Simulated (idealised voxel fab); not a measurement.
process module | voxel tone inversion
This is section cut - it's 240 nm across, gridded in 5 nm square cells.
In what follows, cross-sections appear as grids of square cells, described through bands that run from the top down, where every band is one or more rows of cells. Basically the band line says how high the top is and how high the bottom is, in nm, and then what's in it from left to right, every material with its width in nm. Empty space shows up as "empty", and if a single material carries "edge to edge" it runs the full band edge to edge. Where do heights start? At 0: under that level the wafer as delivered is made of one material only. And the lowest band has no floor; it just carries on downward, as in "from 0 down". Width: "30..40" (first number = top row, second number = bottom row, same change from row to row of cells). The designation "nothing altered", where it is given for a processing step, indicates that no cell of the cross-section was altered in the course of that step. You'll see "Closed void register" listing empty spaces that have no way open to the top, as long as they're 8 cells or more; the notation is width x height at distance, where the distance is from the left edge, and all of it is in nm. Past the settings on a step's line: simulator remark, on that step. "overlay nm" on a masked step: distance the mask lay right of its planned place, negative for left.

plan:
1: RECEIVE (material Si)
2: CONFORMAL_DEP (material SiN; thk nm 10)
3: DIRECTIONAL_DEP (material aC; thk nm 15)
4: PATTERN (tone cover; mask id POSTS; material resist; width nm 25; pitch nm 40; thk nm 25; overlay nm 0)
5: DIRECTIONAL_ETCH (etch materials aC; depth nm 15)
6: STRIP (etch materials resist)
7: FILL_DEP (material lowk; thk nm 5)
8: CMP (height nm 25)
9: STRIP (etch materials aC)
10: CONFORMAL_DEP (material TiN; thk nm 5)
11: FILL_DEP (material Cu; thk nm 5)
12: CMP (height nm 25)
13: CONFORMAL_DEP (material SiN; thk nm 5)

Account of the first of two wafers, which was processed as intended:

Cross-section of the wafer upon arrival, representing the state reached after step 1:
- from 0 down = Si edge to edge
- Closed void register: none

Cross-section of the wafer after step 2:
- from 10 to 0 = SiN edge to edge
- Below 0, no change.

Cross-section of the wafer after step 3:
- from 25 to 10 = aC edge to edge
- Below 10, no change.

Cross-section of the wafer after step 4:
- from 50 to 25 = empty 65 nm, then resist 25 nm, then empty 15 nm, then resist 25 nm, then empty 15 nm, then resist 25 nm, then empty 70 nm
- Below 25, no change.

Cross-section of the wafer after step 5:
- from 35 to 25 = empty 65 nm, then resist 25 nm, then empty 15 nm, then resist 25 nm, then empty 15 nm, then resist 25 nm, then empty 70 nm
- from 25 to 10 = empty 65 nm, then aC 25 nm, then empty 15 nm, then aC 25 nm, then empty 15 nm, then aC 25 nm, then empty 70 nm
- Below 10, no change.

Cross-section of the wafer after step 6:
- from 25 to 10 = empty 65 nm, then aC 25 nm, then empty 15 nm, then aC 25 nm, then empty 15 nm, then aC 25 nm, then empty 70 nm
- Below 10, no change.

Cross-section of the wafer after step 7:
- from 30 to 25 = lowk edge to edge
- from 25 to 10 = lowk 65 nm, then aC 25 nm, then lowk 15 nm, then aC 25 nm, then lowk 15 nm, then aC 25 nm, then lowk 70 nm
- Below 10, no change.

Cross-section of the wafer after step 8:
- from 25 to 10 = lowk 65 nm, then aC 25 nm, then lowk 15 nm, then aC 25 nm, then lowk 15 nm, then aC 25 nm, then lowk 70 nm
- Below 10, no change.

Cross-section of the wafer after step 9:
- from 25 to 10 = lowk 65 nm, then empty 25 nm, then lowk 15 nm, then empty 25 nm, then lowk 15 nm, then empty 25 nm, then lowk 70 nm
- Below 10, no change.

Cross-section of the wafer after step 10:
- from 30 to 25 = TiN 70 nm, then empty 15 nm, then TiN 25 nm, then empty 15 nm, then TiN 25 nm, then empty 15 nm, then TiN 75 nm
- from 25 to 15 = lowk 65 nm, then TiN 5 nm, then empty 15 nm, then TiN 5 nm, then lowk 15 nm, then TiN 5 nm, then empty 15 nm, then TiN 5 nm, then lowk 15 nm, then TiN 5 nm, then empty 15 nm, then TiN 5 nm, then lowk 70 nm
- from 15 to 10 = lowk 65 nm, then TiN 25 nm, then lowk 15 nm, then TiN 25 nm, then lowk 15 nm, then TiN 25 nm, then lowk 70 nm
- Below 10, no change.

Cross-section of the wafer after step 11:
- from 35 to 30 = Cu edge to edge
- from 30 to 25 = TiN 70 nm, then Cu 15 nm, then TiN 25 nm, then Cu 15 nm, then TiN 25 nm, then Cu 15 nm, then TiN 75 nm
- from 25 to 15 = lowk 65 nm, then TiN 5 nm, then Cu 15 nm, then TiN 5 nm, then lowk 15 nm, then TiN 5 nm, then Cu 15 nm, then TiN 5 nm, then lowk 15 nm, then TiN 5 nm, then Cu 15 nm, then TiN 5 nm, then lowk 70 nm
- Below 15, no change.

Cross-section of the wafer after step 12:
- from 25 to 15 = lowk 65 nm, then TiN 5 nm, then Cu 15 nm, then TiN 5 nm, then lowk 15 nm, then TiN 5 nm, then Cu 15 nm, then TiN 5 nm, then lowk 15 nm, then TiN 5 nm, then Cu 15 nm, then TiN 5 nm, then lowk 70 nm
- Below 15, no change.

Cross-section of the wafer after step 13:
- from 30 to 25 = SiN edge to edge
- Below 25, no change.

Second wafer, same starting conditions and recipe as the first, one mistake in executing it, nothing differs from the first up to and including step 3:

X-section, second wafer, when step 4 was due to finish:
- from 50 to 25 = empty 60 nm, then resist 25 nm, then empty 15 nm, then resist 25 nm, then empty 15 nm, then resist 25 nm, then empty 75 nm
- Below 25, no change.

X-section, second wafer, when step 5 was due to finish:
- from 35 to 25 = empty 60 nm, then resist 25 nm, then empty 15 nm, then resist 25 nm, then empty 15 nm, then resist 25 nm, then empty 75 nm
- from 25 to 10 = empty 60 nm, then aC 25 nm, then empty 15 nm, then aC 25 nm, then empty 15 nm, then aC 25 nm, then empty 75 nm
- Below 10, no change.

X-section, second wafer, when step 6 was due to finish:
- from 25 to 10 = empty 60 nm, then aC 25 nm, then empty 15 nm, then aC 25 nm, then empty 15 nm, then aC 25 nm, then empty 75 nm
- Below 10, no change.

X-section, second wafer, when step 7 was due to finish:
- from 30 to 25 = lowk edge to edge
- from 25 to 10 = lowk 60 nm, then aC 25 nm, then lowk 15 nm, then aC 25 nm, then lowk 15 nm, then aC 25 nm, then lowk 75 nm
- Below 10, no change.

X-section, second wafer, when step 8 was due to finish:
- from 25 to 10 = lowk 60 nm, then aC 25 nm, then lowk 15 nm, then aC 25 nm, then lowk 15 nm, then aC 25 nm, then lowk 75 nm
- Below 10, no change.

X-section, second wafer, when step 9 was due to finish:
- from 25 to 10 = lowk 60 nm, then empty 25 nm, then lowk 15 nm, then empty 25 nm, then lowk 15 nm, then empty 25 nm, then lowk 75 nm
- Below 10, no change.

X-section, second wafer, when step 10 was due to finish:
- from 30 to 25 = TiN 65 nm, then empty 15 nm, then TiN 25 nm, then empty 15 nm, then TiN 25 nm, then empty 15 nm, then TiN 80 nm
- from 25 to 15 = lowk 60 nm, then TiN 5 nm, then empty 15 nm, then TiN 5 nm, then lowk 15 nm, then TiN 5 nm, then empty 15 nm, then TiN 5 nm, then lowk 15 nm, then TiN 5 nm, then empty 15 nm, then TiN 5 nm, then lowk 75 nm
- from 15 to 10 = lowk 60 nm, then TiN 25 nm, then lowk 15 nm, then TiN 25 nm, then lowk 15 nm, then TiN 25 nm, then lowk 75 nm
- Below 10, no change.

X-section, second wafer, when step 11 was due to finish:
- from 35 to 30 = Cu edge to edge
- from 30 to 25 = TiN 65 nm, then Cu 15 nm, then TiN 25 nm, then Cu 15 nm, then TiN 25 nm, then Cu 15 nm, then TiN 80 nm
- from 25 to 15 = lowk 60 nm, then TiN 5 nm, then Cu 15 nm, then TiN 5 nm, then lowk 15 nm, then TiN 5 nm, then Cu 15 nm, then TiN 5 nm, then lowk 15 nm, then TiN 5 nm, then Cu 15 nm, then TiN 5 nm, then lowk 75 nm
- Below 15, no change.

X-section, second wafer, when step 12 was due to finish:
- from 25 to 15 = lowk 60 nm, then TiN 5 nm, then Cu 15 nm, then TiN 5 nm, then lowk 15 nm, then TiN 5 nm, then Cu 15 nm, then TiN 5 nm, then lowk 15 nm, then TiN 5 nm, then Cu 15 nm, then TiN 5 nm, then lowk 75 nm
- Below 15, no change.

X-section, second wafer, when step 13 was due to finish:
- from 30 to 25 = SiN edge to edge
- Below 25, no change.
In executing the process, a mistake was made relative to the plan: step 4 ran as: PATTERN (tone cover; mask id POSTS; material resist; width nm 25; pitch nm 40; thk nm 25; overlay nm -5)
In the final comparison it is observed that the number of cells assigned to each material is identical for the two wafers, whereas their placement is not.
